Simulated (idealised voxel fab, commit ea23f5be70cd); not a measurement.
process module | voxel fin reveal
cross-section cut | 175 nm wide | cells 5 nm
A cross-section is a grid of square cells, given in bands from the top down. A band is one or more rows of cells.
Each band's line starts with the height of the band's top and of its bottom, in nm. Then come its materials from left to right, each with its width in nm. One material with "throughout" fills the band from edge to edge. "air" is empty space.
Height 0 is the level under which the wafer as received is all one material. The lowest band goes on downwards, as in "0 down".
A width such as "30 to 40" changes by the same amount from each row of cells to the next, from the band's top row to its bottom row.
"no change" after a step means that no cell of the cross-section changed.
closed voids: empty space of 8 cells or more with no open way to the top, each as width x height at its distance from the left edge, in nm
after a step's settings: what the simulator itself notes on the step
overlay nm, on a step with a mask: how far to the right of its planned place the mask lay; to the left if negative
plan
1 op RECEIVE | material Si
2 op CONFORMAL_DEP | material SiN | thk nm 5
3 op MASKED_ETCH | tone cover | mask id FINS | width nm 15 | pitch nm 40 | etch materials SiN | depth nm 5 | overlay nm 0
4 op MASKED_ETCH | tone cover | mask id FINS | width nm 15 | pitch nm 40 | etch materials Si | depth nm 30 | overlay nm 0
5 op FILL_DEP | material SiO2 | thk nm 10
6 op CMP | height nm 5
7 op SELECTIVE_ETCH | etch materials SiO2 | depth nm 25
8 op STRIP | etch materials SiN
as received, after step 1
  0 down: Si throughout
  closed voids: none
first wafer at the end, as planned
  0 to -20: air 40 | Si 15 | air 25 | Si 15 | air 25 | Si 15 | air 40
  -20 to -30: SiO2 40 | Si 15 | SiO2 25 | Si 15 | SiO2 25 | Si 15 | SiO2 40
  -30 down: Si throughout
  closed voids: none
second wafer at the end: like start, like plan, one mistake
  5 to 0: air 40 | SiN 15 | air 25 | SiN 15 | air 25 | SiN 15 | air 40
  0 to -30: air 40 | Si 15 | air 25 | Si 15 | air 25 | Si 15 | air 40
  -30 down: Si throughout
  closed voids: none
what went wrong: step 8 ran as: op STRIP | etch materials SiO2
at the end the second wafer has, in cells: 9 more of SiN | 52 fewer of SiO2
